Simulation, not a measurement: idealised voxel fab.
Name of the process module below: voxel double patterning
Square cells of 5 nm make up the cross-section cut, whose width is 215 nm.
Cross-section spec: square-cell grid; bands listed top down; each band is one or more rows. Top height, bottom height, nm. Materials left to right, width each, nm. Single material + "full width" = fills band edge to edge. "blank" = empty. Ref level 0: as-received wafer is one material below here. Bottom band extends down with no lower bound ("0 -> down"). A width such as "30 to 40" changes by the same amount from each row of cells to the next, from the band's top row to its bottom row. Any step labelled "nothing was modified" changed none of the cells in the cross-section. Heads up: "Fully enclosed voids" only lists the empty pockets with no open path to the top that are 8 cells or more, and it writes them as width x height at distance, distance from the left edge, in nm. On each step's line, the part that comes after the settings is the simulator's own comment on the step. overlay nm: step with mask; distance mask lay right of planned place; negative value = left of planned place.

Process steps (planned)
| 1 | RECEIVE (material Si) |
| 2 | CONFORMAL_DEP (material SiO2; thk nm 10) |
| 3 | DIRECTIONAL_DEP (material polySi; thk nm 10) |
| 4 | DIRECTIONAL_DEP (material SiCN; thk nm 10) |
| 5 | PATTERN (tone open; mask id FIRST; material resist; width nm 15; pitch nm 50; thk nm 15; overlay nm 0) |
| 6 | DIRECTIONAL_ETCH (etch materials SiCN; depth nm 10) |
| 7 | STRIP (etch materials resist) |
| 8 | DIRECTIONAL_DEP (material aC; thk nm 10) |
| 9 | PATTERN (tone open; mask id SECOND; material resist; width nm 15; pitch nm 50; thk nm 30; overlay nm 0) |
| 10 | DIRECTIONAL_ETCH (etch materials aC; depth nm 10) |
| 11 | STRIP (etch materials resist) |
| 12 | DIRECTIONAL_ETCH (etch materials SiCN; depth nm 10) |
| 13 | STRIP (etch materials aC) |
| 14 | DIRECTIONAL_ETCH (etch materials polySi; depth nm 10) |
| 15 | STRIP (etch materials SiCN) |
Don't read the plan's width nm for step 9 as applying to every wafer: that's the first wafer's value, and the wafers differ in it, though they all start identical.

Cross-section of the first incoming wafer of several, state after step 1
0 -> down | Si full width
Fully enclosed voids: none

The first of several wafers, seen in cross-section after the module's last step, step 15
20 -> 10 | 50 polySi / 15 blank / 10 polySi / 15 blank / 10 polySi / 15 blank / 10 polySi / 15 blank / 10 polySi / 15 blank / 50 polySi
10 -> 0 | SiO2 full width
0 -> down | Si full width
Fully enclosed voids: none

Sectional view of the last wafer upon completion of the module
20 -> 10 | 50 polySi / 15 blank / 5 polySi / 45 blank / 5 polySi / 45 blank / 50 polySi
10 -> 0 | SiO2 full width
0 -> down | Si full width
Fully enclosed voids: none

Rows = wafers. At module end, each row lists per material the cells gained (+) or lost (-) since the wafer was received, then the closed voids
width nm 15, +86 SiO2, +56 polySi, Fully enclosed voids: none
width nm 20, +86 SiO2, +52 polySi, Fully enclosed voids: none
width nm 25, +86 SiO2, +48 polySi, Fully enclosed voids: none
width nm 30, +86 SiO2, +44 polySi, Fully enclosed voids: none
